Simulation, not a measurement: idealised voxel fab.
The following is a process module called voxel self aligned contacts.
In the cross-section labelled cut, the width is 295 nm and each square cell is 5 nm.
A cross-section is written here as square cells arranged in a grid, and it is given in bands from the top down, each band taking up one or more rows of cells. For a band, the entry starts with two heights in nm, that of the top and then that of the bottom, and carries on with the band's materials in order from left to right, each alongside its width in nm; the word "everywhere" beside a single material means it fills the band edge to edge, and "empty" means empty space. All heights in this document are referenced to 0, defined as the level beneath which the wafer, as received, consists entirely of one material. The lowest band is not bounded below; it extends indefinitely downward and is written in the form "from 0 down". The notation "30->40" denotes a width that varies across the rows of cells in the band, beginning at the first number in the top row, finishing at the second number in the bottom row, and changing by an identical amount from each row to the next. A step reported as "no alteration" is a step in which no cell of the cross-section changed. You'll see "Closed void register" listing empty spaces that have no way open to the top, as long as they're 8 cells or more; the notation is width x height at distance, where the distance is from the left edge, and all of it is in nm. Anything after a step's settings on that line? It's the simulator's own note about the step. When a step includes a mask, the "overlay nm" setting on its line states how far to the right of its planned place that mask lay, and negative values state how far to the left.

Intended process steps:
1 RECEIVE: material Si
2 CONFORMAL_DEP: material SiO2, thk nm 5
3 DIRECTIONAL_DEP: material polySi, thk nm 20
4 DIRECTIONAL_DEP: material SiN, thk nm 25
5 DIRECTIONAL_DEP: material aC, thk nm 15
6 PATTERN: tone cover, mask id GATE, material resist, width nm 25, pitch nm 65, thk nm 30, overlay nm 0
7 DIRECTIONAL_ETCH: etch materials aC, depth nm 15
8 STRIP: etch materials resist
9 DIRECTIONAL_ETCH: etch materials SiN, depth nm 25
10 DIRECTIONAL_ETCH: etch materials polySi, depth nm 20
11 STRIP: etch materials aC
12 CONFORMAL_DEP: material SiN, thk nm 10
13 DIRECTIONAL_ETCH: etch materials SiN, depth nm 10
14 FILL_DEP: material SiO2, thk nm 15
15 CMP: height nm 60
16 DIRECTIONAL_DEP: material aC, thk nm 10
17 PATTERN: tone open, mask id CONTACT, material resist, width nm 50, pitch nm 65, thk nm 25, overlay nm 0
18 DIRECTIONAL_ETCH: etch materials aC, depth nm 10
19 STRIP: etch materials resist
20 DIRECTIONAL_ETCH: etch materials SiO2, depth nm 60
21 STRIP: etch materials aC
22 CONFORMAL_DEP: material TiN, thk nm 5
23 FILL_DEP: material Ru, thk nm 10
24 CMP: height nm 60
25 CONFORMAL_DEP: material SiN, thk nm 5

Cross-section of the wafer upon arrival, representing the state reached after step 1:
  from 0 down  Si everywhere
  Closed void register: none

Cross-sectional result after module completion. Note: starting condition and plan are unchanged from above; one processing mistake was made:
  from 65 to 60  SiN everywhere
  from 60 to 55  SiO2 90 / TiN 5 / Ru 40 / TiN 5 / SiO2 15 / TiN 5 / Ru 40 / TiN 5 / SiO2 90
  from 55 to 50  SiO2 90 / TiN 50 / SiO2 15 / TiN 50 / SiO2 90
  from 50 to 25  SiN 80 / SiO2 5 / SiN 60 / SiO2 5 / SiN 60 / SiO2 5 / SiN 80
  from 25 to 5  polySi 70 / SiN 10 / SiO2 5 / SiN 10 / polySi 40 / SiN 10 / SiO2 5 / SiN 10 / polySi 40 / SiN 10 / SiO2 5 / SiN 10 / polySi 70
  from 5 to 0  SiO2 everywhere
  from 0 down  Si everywhere
  Closed void register: none
Processing error: step 6 ran with different settings than intended, the actual operation and settings being PATTERN: tone open, mask id GATE, material resist, width nm 25, pitch nm 65, thk nm 30, overlay nm 0
